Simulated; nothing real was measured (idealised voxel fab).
The following process module bears the name voxel gate over fins.
It is cross-section cut that appears here, measuring 180 nm in width, its square cells being 5 nm in size.
A cross-section in this document is a grid of square cells, and it is written down as bands, the top band listed before the ones below it; a band is made up of one or more rows of cells. Each band's line starts with the height of the band's top and of its bottom, in nm. Then come its materials from left to right, each with its width in nm. One material with "throughout" fills the band from edge to edge. "blank" is empty space. For the purposes of this specification, 0 denotes the height below which the wafer in its as-received condition is composed wholly of one material, and the lowermost band, lacking a lower limit, extends downward without end, as expressed in "0 nm and below". Quick explanation for "30->40": the width changes in equal steps down the rows of cells, from the first number in the band's top row to the second number in its bottom row. No cell of the cross-section changed in a step that is given as "left unchanged". In "Sealed-off cavities" the enclosed voids are listed, meaning empty spaces of 8 cells or larger without any opening to the top. The form is width x height at distance, distance from the left edge, units nm. Whatever follows a step's settings on its line is a remark the simulator itself makes about that step. overlay nm, on a step with a mask: how far to the right of its planned place the mask lay; to the left if negative.

# Process steps foreseen in the plan
1) op RECEIVE | material Si
2) op CONFORMAL_DEP | material SiN | thk nm 10
3) op PATTERN | tone cover | mask id FINS | material resist | width nm 15 | pitch nm 35 | thk nm 20 | overlay nm 0
4) op DIRECTIONAL_ETCH | etch materials SiN | depth nm 10
5) op DIRECTIONAL_ETCH | etch materials Si | depth nm 35
6) op STRIP | etch materials resist
7) op OXIDIZE | depth nm 5
8) op FILL_DEP | material SiO2 | thk nm 5
9) op CMP | height nm 10
10) op SELECTIVE_ETCH | etch materials SiO2 | depth nm 25
11) op STRIP | etch materials SiN
12) op CONFORMAL_DEP | material HfO2 | thk nm 5
13) op CONFORMAL_DEP | material TiN | thk nm 5
14) op FILL_DEP | material W | thk nm 10
15) op CMP | height nm 15
16) op CONFORMAL_DEP | material SiN | thk nm 5

# Delivered wafer in cross-section: state after step 1
  0 nm and below | Si throughout
  Sealed-off cavities: none

# The first of two wafers, cross-sectioned at the end of the module, with the run proceeding as planned
  20 nm to 15 nm | SiN throughout
  15 nm to 10 nm | W throughout
  10 nm to 5 nm | W (25)  TiN (25)  W (10)  TiN (25)  W (10)  TiN (25)  W (10)  TiN (25)  W (25)
  5 nm to 0 nm | W (25)  TiN (5)  HfO2 (15)  TiN (5)  W (10)  TiN (5)  HfO2 (15)  TiN (5)  W (10)  TiN (5)  HfO2 (15)  TiN (5)  W (10)  TiN (5)  HfO2 (15)  TiN (5)  W (25)
  0 nm to -5 nm | W (25)  TiN (5)  HfO2 (5)  Si (5)  HfO2 (5)  TiN (5)  W (10)  TiN (5)  HfO2 (5)  Si (5)  HfO2 (5)  TiN (5)  W (10)  TiN (5)  HfO2 (5)  Si (5)  HfO2 (5)  TiN (5)  W (10)  TiN (5)  HfO2 (5)  Si (5)  HfO2 (5)  TiN (5)  W (25)
  -5 nm to -10 nm | TiN (30)  HfO2 (5)  Si (5)  HfO2 (5)  TiN (20)  HfO2 (5)  Si (5)  HfO2 (5)  TiN (20)  HfO2 (5)  Si (5)  HfO2 (5)  TiN (20)  HfO2 (5)  Si (5)  HfO2 (5)  TiN (30)
  -10 nm to -15 nm | HfO2 (35)  Si (5)  HfO2 (30)  Si (5)  HfO2 (30)  Si (5)  HfO2 (30)  Si (5)  HfO2 (35)
  -15 nm to -40 nm | SiO2 (35)  Si (5)  SiO2 (30)  Si (5)  SiO2 (30)  Si (5)  SiO2 (30)  Si (5)  SiO2 (35)
  -40 nm and below | Si throughout
  Sealed-off cavities: none

# Cross-section at end of module for the second wafer of two, which matched the first in starting point and plan and differed by one mistake in its processing
  20 nm to 15 nm | SiN throughout
  15 nm to 10 nm | W throughout
  10 nm to 5 nm | W (25)  HfO2 (25)  W (10)  HfO2 (25)  W (10)  HfO2 (25)  W (10)  HfO2 (25)  W (25)
  5 nm to 0 nm | W (25)  HfO2 (5)  TiN (15)  HfO2 (5)  W (10)  HfO2 (5)  TiN (15)  HfO2 (5)  W (10)  HfO2 (5)  TiN (15)  HfO2 (5)  W (10)  HfO2 (5)  TiN (15)  HfO2 (5)  W (25)
  0 nm to -5 nm | W (25)  HfO2 (5)  TiN (5)  Si (5)  TiN (5)  HfO2 (5)  W (10)  HfO2 (5)  TiN (5)  Si (5)  TiN (5)  HfO2 (5)  W (10)  HfO2 (5)  TiN (5)  Si (5)  TiN (5)  HfO2 (5)  W (10)  HfO2 (5)  TiN (5)  Si (5)  TiN (5)  HfO2 (5)  W (25)
  -5 nm to -10 nm | HfO2 (30)  TiN (5)  Si (5)  TiN (5)  HfO2 (20)  TiN (5)  Si (5)  TiN (5)  HfO2 (20)  TiN (5)  Si (5)  TiN (5)  HfO2 (20)  TiN (5)  Si (5)  TiN (5)  HfO2 (30)
  -10 nm to -15 nm | TiN (35)  Si (5)  TiN (30)  Si (5)  TiN (30)  Si (5)  TiN (30)  Si (5)  TiN (35)
  -15 nm to -40 nm | SiO2 (35)  Si (5)  SiO2 (30)  Si (5)  SiO2 (30)  Si (5)  SiO2 (30)  Si (5)  SiO2 (35)
  -40 nm and below | Si throughout
  Sealed-off cavities: none
What was the processing mistake? deviation from plan: step 13 and step 12 executed in one another's positions
Final wafers compared: equal cell tally per material, rearranged layout.
